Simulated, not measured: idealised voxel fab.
Process module heading - voxel self aligned contacts
cross-section cut | 235 nm wide | cells 5 nm
When this document writes out a cross-section, it uses a grid of square cells and lists it as bands, beginning at the top and moving down, with a band standing for one or more rows of cells.
This entry defines a band. It first specifies the height of the band's top and the height of its bottom in nm, and then specifies the band's materials from left to right, stating each material with its width in nm. The word "full width" identifies a single material that fills the band from edge to edge, while the word "air" identifies empty space.
Ref level 0: as-received wafer is one material below here. Bottom band extends down with no lower bound ("0..down").
Graded width ("30..40"): value in top row of band = first number; value in bottom row = second number; row-to-row change constant.
"nothing changed" (step): cross-section cells unchanged, all of them.
In the "Closed void inventory" entry, you get each enclosed empty space of 8 cells or more, one with no open way to the top, written width x height at distance, distance from the left edge, in nm.
What comes after the settings on a step's line is commentary from the simulator itself on that step.
For masked steps, "overlay nm" on the step line gives how far right of plan the mask actually lay; a minus sign means it lay to the left.

### List of planned process steps
| 1 | op RECEIVE | material Si |
| 2 | op CONFORMAL_DEP | material SiO2 | thk nm 5 |
| 3 | op DIRECTIONAL_DEP | material polySi | thk nm 30 |
| 4 | op DIRECTIONAL_DEP | material SiN | thk nm 20 |
| 5 | op DIRECTIONAL_DEP | material aC | thk nm 10 |
| 6 | op PATTERN | tone cover | mask id GATE | material resist | width nm 30 | pitch nm 65 | thk nm 25 | overlay nm 0 |
| 7 | op DIRECTIONAL_ETCH | etch materials aC | depth nm 10 |
| 8 | op STRIP | etch materials resist |
| 9 | op DIRECTIONAL_ETCH | etch materials SiN | depth nm 20 |
| 10 | op DIRECTIONAL_ETCH | etch materials polySi | depth nm 20 |
| 11 | op STRIP | etch materials aC |
| 12 | op CONFORMAL_DEP | material SiN | thk nm 10 |
| 13 | op DIRECTIONAL_ETCH | etch materials SiN | depth nm 10 |
| 14 | op FILL_DEP | material SiO2 | thk nm 15 |
| 15 | op CMP | height nm 65 |
| 16 | op PATTERN | tone open | mask id CONTACT | material resist | width nm 45 | thk nm 20 | overlay nm 0 |
| 17 | op DIRECTIONAL_ETCH | etch materials SiO2 | depth nm 65 |
| 18 | op STRIP | etch materials resist |
| 19 | op CONFORMAL_DEP | material TiN | thk nm 5 |
| 20 | op FILL_DEP | material Ru | thk nm 5 |
| 21 | op CMP | height nm 65 |
| 22 | op CONFORMAL_DEP | material SiN | thk nm 5 |
The plan's step 10 depth nm is the first wafer's value; the wafers differ in this setting and start identical.

### The first of several wafers, as received after step 1, seen in section
  0..down: Si full width
  Closed void inventory: none

### Basically each wafer gets a line in the table, showing it at the end of the module: material by material, the cells it gained (+) or lost (-) since we got it, then its closed voids
depth nm 20, +15 Ru, +159 SiN, +315 SiO2, +27 TiN, +142 polySi, Closed void inventory: none
depth nm 25, +16 Ru, +167 SiN, +339 SiO2, +29 TiN, +107 polySi, Closed void inventory: none
depth nm 30, +18 Ru, +175 SiN, +360 SiO2, +33 TiN, +72 polySi, Closed void inventory: none
depth nm 35, +18 Ru, +175 SiN, +360 SiO2, +33 TiN, +72 polySi, Closed void inventory: none
depth nm 40, +18 Ru, +175 SiN, +360 SiO2, +33 TiN, +72 polySi, Closed void inventory: none
depth nm 45, +18 Ru, +175 SiN, +360 SiO2, +33 TiN, +72 polySi, Closed void inventory: none
